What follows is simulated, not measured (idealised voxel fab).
The document below concerns the process module designated voxel released beams.
Square cell edge 5 nm, section width 245 nm, ID cut.
A cross-section in this document is a grid of square cells, and it is written down as bands, the top band listed before the ones below it; a band is made up of one or more rows of cells. Top, bottom (nm), then materials left to right with widths (nm); lone material tagged "full width" fills the whole band edge to edge; "air" = empty space. For the purposes of this specification, 0 denotes the height below which the wafer in its as-received condition is composed wholly of one material, and the lowermost band, lacking a lower limit, extends downward without end, as expressed in "0 down". The notation "30..40" denotes a width that varies across the rows of cells in the band, beginning at the first number in the top row, finishing at the second number in the bottom row, and changing by an identical amount from each row to the next. It should be understood that the words "nothing different", when stated for a given step, signify that the cross-section underwent no change in any of its cells during that step. Voids not open to the top, 8 cells minimum: see "Entrapped void list". Written width x height at distance; distance is from the left edge; nm. That trailing text on a step's line, after the settings, is the simulator's own remark on the step. overlay nm, on a step with a mask: how far to the right of its planned place the mask lay; to the left if negative.

## These are the steps we planned for the process
1. RECEIVE [material Si]
2. CONFORMAL_DEP [material Al2O3] [thk nm 5]
3. DIRECTIONAL_DEP [material SiO2] [thk nm 15]
4. PATTERN [tone open] [mask id ANCHOR] [material resist] [width nm 45] [thk nm 15] [overlay nm 0]
5. DIRECTIONAL_ETCH [etch materials SiO2] [depth nm 15]
6. STRIP [etch materials resist]
7. CONFORMAL_DEP [material W] [thk nm 15]
8. PATTERN [tone cover] [mask id BEAM] [material resist] [width nm 105] [thk nm 20] [overlay nm 0]
9. DIRECTIONAL_ETCH [etch materials W] [depth nm 15]
10. STRIP [etch materials resist]
11. STRIP [etch materials SiO2]

## Cross-section: wafer on arrival = after step 1
> 0 down: Si full width
> Entrapped void list: none

## Cross-sectional view of the first of the two wafers upon completion of the module, processed in accordance with the plan
> 35 to 20: 65 of air / 20 of W / 15 of air / 70 of W / 75 of air
> 20 to 5: 70 of air / 45 of W / 130 of air
> 5 to 0: Al2O3 full width
> 0 down: Si full width
> Entrapped void list: none

## Wafer two, end of module, cross-section. Same start, same plan as wafer one. One mistake in the run
> 30 to 15: 65 of air / 20 of W / 15 of air / 70 of W / 75 of air
> 15 to 0: 70 of air / 45 of W / 130 of air
> 0 down: Si full width
> Entrapped void list: none
Nonconformance to the process plan: step 2 of the plan was omitted and not executed
FYI, end of process, the second wafer has more or fewer cells of some materials than the first: 49 fewer of Al2O3
